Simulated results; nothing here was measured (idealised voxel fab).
process module | voxel quadruple lines
cross-section cut | 250 nm wide | cells 5 nm
A cross-section is a grid of square cells, given in bands from the top down. A band is one or more rows of cells.
Each band's line starts with the height of the band's top and of its bottom, in nm. Then come its materials from left to right, each with its width in nm. One material with "throughout" fills the band from edge to edge. "air" is empty space.
Height 0 is the level under which the wafer as received is all one material. The lowest band goes on downwards, as in "0 down".
A width such as "30 to 40" changes by the same amount from each row of cells to the next, from the band's top row to its bottom row.
"no change" after a step means that no cell of the cross-section changed.
closed voids: empty space of 8 cells or more with no open way to the top, each as width x height at its distance from the left edge, in nm
after a step's settings: what the simulator itself notes on the step
overlay nm, on a step with a mask: how far to the right of its planned place the mask lay; to the left if negative
plan
1 op RECEIVE | material Si
2 op CONFORMAL_DEP | material SiO2 | thk nm 5
3 op DIRECTIONAL_DEP | material W | thk nm 10
4 op DIRECTIONAL_DEP | material polySi | thk nm 20
5 op DIRECTIONAL_DEP | material aC | thk nm 25
6 op PATTERN | tone cover | mask id MANDREL | material resist | width nm 30 | pitch nm 80 | thk nm 30 | overlay nm 0
7 op DIRECTIONAL_ETCH | etch materials aC | depth nm 25
8 op STRIP | etch materials resist
9 op CONFORMAL_DEP | material SiO2 | thk nm 10
10 op DIRECTIONAL_ETCH | etch materials SiO2 | depth nm 10
11 op STRIP | etch materials aC
12 op DIRECTIONAL_ETCH | etch materials polySi | depth nm 20
13 op STRIP | etch materials SiO2
14 op CONFORMAL_DEP | material SiCN | thk nm 10
15 op DIRECTIONAL_ETCH | etch materials SiCN | depth nm 10
16 op STRIP | etch materials polySi
17 op DIRECTIONAL_ETCH | etch materials W | depth nm 10
18 op STRIP | etch materials SiCN
19 op FILL_DEP | material lowk | thk nm 5
20 op CMP | height nm 15
as received, after step 1
  0 down: Si throughout
  closed voids: none
a wafer at the end: this start, this plan, one mistake
  15 to 5: lowk 60 | W 10 | lowk 10 | W 10 | lowk 10 | W 10 | lowk 30 | W 10 | lowk 10 | W 10 | lowk 10 | W 10 | lowk 60
  5 to 0: SiO2 throughout
  0 down: Si throughout
  closed voids: none
what went wrong: step 6 ran as: op PATTERN | tone open | mask id MANDREL | material resist | width nm 30 | pitch nm 80 | thk nm 30 | overlay nm 0
